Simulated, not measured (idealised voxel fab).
The process module that follows is named voxel wiring stack.
cross-section cut | 205 nm wide | cells 5 nm
This document writes a cross-section as a grid whose cells are square, and gives it as bands, listed from the top down; one or more rows of cells form a band. Per band: top height and bottom height in nm, followed by the left-to-right materials and their widths in nm; "full width" marks a single material spanning edge to edge, "blank" marks empty space. Zero point of the height axis is 0; under it, received wafer = one material. Lowest band: continues down indefinitely, "from 0 down". The width entry "30 to 40" should be interpreted row by row: the top row of cells in the band takes the first number, the bottom row takes the second number, and the change between adjacent rows is uniform throughout. Step note "nothing altered" = no cross-section cell changed. The list in "Enclosed internal voids" covers empty spaces of 8 cells or more that cannot reach the top through any open way, and it gives each as width x height at distance; the distance is from the left edge, and width, height and distance are in nm. It should be noted that, on the line of a given step, the content following the step's settings is a remark produced by the simulator itself with respect to that step. For masked steps, "overlay nm" on the step line gives how far right of plan the mask actually lay; a minus sign means it lay to the left.

## Set out below are the planned steps of the process
step 1: RECEIVE with material Si
step 2: CONFORMAL_DEP with material SiO2, thk nm 10
step 3: DIRECTIONAL_DEP with material TiN, thk nm 5
step 4: DIRECTIONAL_DEP with material Ru, thk nm 15
step 5: MASKED_ETCH with tone cover, mask id METAL_1, width nm 25, pitch nm 45, etch materials Ru, depth nm 15, overlay nm 0
step 6: MASKED_ETCH with tone cover, mask id METAL_1, width nm 25, pitch nm 45, etch materials TiN, depth nm 5, overlay nm 0
step 7: FILL_DEP with material lowk, thk nm 5
step 8: CMP with height nm 30
step 9: CONFORMAL_DEP with material SiCN, thk nm 5
step 10: DIRECTIONAL_DEP with material lowk, thk nm 35
step 11: DIRECTIONAL_DEP with material aC, thk nm 15
step 12: PATTERN with tone open, mask id METAL_2_HOLES, material resist, width nm 15, pitch nm 45, thk nm 30, overlay nm 0
step 13: DIRECTIONAL_ETCH with etch materials aC, depth nm 15
step 14: STRIP with etch materials resist
step 15: DIRECTIONAL_ETCH with etch materials lowk, depth nm 35
step 16: STRIP with etch materials aC
step 17: PATTERN with tone open, mask id METAL_2, material resist, width nm 25, pitch nm 45, thk nm 20, overlay nm 0
step 18: DIRECTIONAL_ETCH with etch materials lowk, depth nm 20
step 19: DIRECTIONAL_ETCH with etch materials SiCN, depth nm 5
step 20: STRIP with etch materials resist
step 21: CONFORMAL_DEP with material TiN, thk nm 5
step 22: FILL_DEP with material Cu, thk nm 5
step 23: CMP with height nm 70
step 24: CONFORMAL_DEP with material SiCN, thk nm 5
step 25: DIRECTIONAL_DEP with material lowk, thk nm 20
step 26: PATTERN with tone open, mask id PLUG_2, material resist, width nm 15, pitch nm 90, thk nm 15, overlay nm 0
step 27: DIRECTIONAL_ETCH with etch materials lowk, depth nm 20
step 28: DIRECTIONAL_ETCH with etch materials SiCN, depth nm 5
step 29: STRIP with etch materials resist
step 30: CONFORMAL_DEP with material TiN, thk nm 5
step 31: FILL_DEP with material W, thk nm 10
step 32: CMP with height nm 95
step 33: DIRECTIONAL_DEP with material TiN, thk nm 5
step 34: DIRECTIONAL_DEP with material W, thk nm 15
step 35: MASKED_ETCH with tone cover, mask id METAL_3, width nm 25, pitch nm 45, etch materials W, depth nm 15, overlay nm 0
step 36: MASKED_ETCH with tone cover, mask id METAL_3, width nm 25, pitch nm 45, etch materials TiN, depth nm 5, overlay nm 0
step 37: CONFORMAL_DEP with material SiN, thk nm 5
step 38: FILL_DEP with material SiO2, thk nm 5
step 39: CMP with height nm 115
step 40: CONFORMAL_DEP with material SiCN, thk nm 5

## As received (post step 1): cross-section
  from 0 down  Si full width
  Enclosed internal voids: none

## First of two wafers: cross-section at end of module, run per plan
  from 120 to 115  SiCN full width
  from 115 to 100  SiO2 15; SiN 5; W 25; SiN 5; SiO2 10; SiN 5; W 25; SiN 5; SiO2 10; SiN 5; W 25; SiN 5; SiO2 10; SiN 5; W 25; SiN 5; SiO2 20
  from 100 to 95  SiN 20; TiN 25; SiN 20; TiN 25; SiN 20; TiN 25; SiN 20; TiN 25; SiN 25
  from 95 to 75  lowk 20; TiN 5; W 5; TiN 5; lowk 75; TiN 5; W 5; TiN 5; lowk 80
  from 75 to 70  SiCN 20; TiN 15; SiCN 75; TiN 15; SiCN 80
  from 70 to 55  lowk 20; TiN 5; Cu 15; TiN 5; lowk 20; TiN 5; Cu 15; TiN 5; lowk 20; TiN 5; Cu 15; TiN 5; lowk 20; TiN 5; Cu 15; TiN 5; lowk 25
  from 55 to 50  lowk 20; TiN 5; Cu 5; TiN 15; lowk 20; TiN 5; Cu 5; TiN 15; lowk 20; TiN 5; Cu 5; TiN 15; lowk 20; TiN 5; Cu 5; TiN 15; lowk 25
  from 50 to 35  lowk 20; TiN 5; Cu 5; TiN 5; lowk 30; TiN 5; Cu 5; TiN 5; lowk 30; TiN 5; Cu 5; TiN 5; lowk 30; TiN 5; Cu 5; TiN 5; lowk 35
  from 35 to 30  SiCN 20; TiN 15; SiCN 30; TiN 15; SiCN 30; TiN 15; SiCN 30; TiN 15; SiCN 35
  from 30 to 15  lowk 20; Ru 25; lowk 20; Ru 25; lowk 20; Ru 25; lowk 20; Ru 25; lowk 25
  from 15 to 10  lowk 20; TiN 25; lowk 20; TiN 25; lowk 20; TiN 25; lowk 20; TiN 25; lowk 25
  from 10 to 0  SiO2 full width
  from 0 down  Si full width
  Enclosed internal voids: none

## Second of two wafers, module complete, sectioned: it shares the first wafer's start and plan but was run with one mistake
  from 120 to 115  SiCN full width
  from 115 to 100  SiO2 15; SiN 5; W 25; SiN 5; SiO2 10; SiN 5; W 25; SiN 5; SiO2 10; SiN 5; W 25; SiN 5; SiO2 10; SiN 5; W 25; SiN 5; SiO2 20
  from 100 to 95  SiN 20; TiN 25; SiN 20; TiN 25; SiN 20; TiN 25; SiN 20; TiN 25; SiN 25
  from 95 to 75  lowk 20; TiN 5; W 5; TiN 5; lowk 75; TiN 5; W 5; TiN 5; lowk 80
  from 75 to 70  SiCN 20; TiN 15; SiCN 75; TiN 15; SiCN 80
  from 70 to 55  lowk 20; TiN 5; Cu 15; TiN 5; lowk 20; TiN 5; Cu 15; TiN 5; lowk 20; TiN 5; Cu 15; TiN 5; lowk 20; TiN 5; Cu 15; TiN 5; lowk 25
  from 55 to 50  lowk 20; TiN 5; Cu 5; TiN 15; lowk 20; TiN 5; Cu 5; TiN 15; lowk 20; TiN 5; Cu 5; TiN 15; lowk 20; TiN 5; Cu 5; TiN 15; lowk 25
  from 50 to 35  lowk 20; TiN 5; Cu 5; TiN 5; lowk 30; TiN 5; Cu 5; TiN 5; lowk 30; TiN 5; Cu 5; TiN 5; lowk 30; TiN 5; Cu 5; TiN 5; lowk 35
  from 35 to 30  SiCN 20; TiN 15; SiCN 30; TiN 15; SiCN 30; TiN 15; SiCN 30; TiN 15; SiCN 35
  from 30 to 25  lowk full width
  from 25 to 10  lowk 20; Ru 25; lowk 20; Ru 25; lowk 20; Ru 25; lowk 20; Ru 25; lowk 25
  from 10 to 0  SiO2 full width
  from 0 down  Si full width
  Enclosed internal voids: none
The plan and the run diverged here: execution of step 3 of the plan did not take place, the step having been omitted
Wrapping up, a cell-based count of both wafers puts the second over or under the first for these materials: TiN: 20 fewer; lowk: 20 more
